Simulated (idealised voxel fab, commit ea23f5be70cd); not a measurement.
process module | voxel ribs on slabs
cross-section cut | 185 nm wide | cells 5 nm
A cross-section is a grid of square cells, given in bands from the top down. A band is one or more rows of cells.
Each band's line starts with the height of the band's top and of its bottom, in nm. Then come its materials from left to right, each with its width in nm. One material with "throughout" fills the band from edge to edge. "air" is empty space.
Height 0 is the level under which the wafer as received is all one material. The lowest band goes on downwards, as in "0 down".
A width such as "30 to 40" changes by the same amount from each row of cells to the next, from the band's top row to its bottom row.
"no change" after a step means that no cell of the cross-section changed.
closed voids: empty space of 8 cells or more with no open way to the top, each as width x height at its distance from the left edge, in nm
after a step's settings: what the simulator itself notes on the step
overlay nm, on a step with a mask: how far to the right of its planned place the mask lay; to the left if negative
plan
1 op RECEIVE | material Si
2 op DIRECTIONAL_DEP | material SiO2 | thk nm 20
3 op DIRECTIONAL_DEP | material polySi | thk nm 15
4 op MASKED_ETCH | tone cover | mask id RIB | width nm 15 | etch materials polySi | depth nm 5 | overlay nm 0
5 op MASKED_ETCH | tone cover | mask id SLAB | width nm 55 | etch materials polySi | depth nm 10 | overlay nm 0
6 op FILL_DEP | material SiO2 | thk nm 20
7 op CMP | height nm 45
8 op DIRECTIONAL_DEP | material TiN | thk nm 5
9 op DIRECTIONAL_DEP | material aC | thk nm 10
10 op PATTERN | tone cover | mask id HEATER | material resist | width nm 25 | thk nm 30 | overlay nm 0
11 op DIRECTIONAL_ETCH | etch materials aC | depth nm 10
12 op STRIP | etch materials resist
13 op DIRECTIONAL_ETCH | etch materials TiN | depth nm 5
14 op STRIP | etch materials aC
15 op CONFORMAL_DEP | material SiN | thk nm 5
as received, after step 1
  0 down: Si throughout
  closed voids: none
a wafer at the end: this start, this plan, one mistake
  55 to 50: air 75 | SiN 35 | air 75
  50 to 45: SiN 80 | TiN 25 | SiN 80
  45 to 30: SiO2 throughout
  30 to 20: SiO2 85 to 65 | polySi 15 to 55 | SiO2 85 to 65
  20 to 0: SiO2 throughout
  0 down: Si throughout
  closed voids: none
what went wrong: step 3 ran as: op DIRECTIONAL_DEP | material polySi | thk nm 10
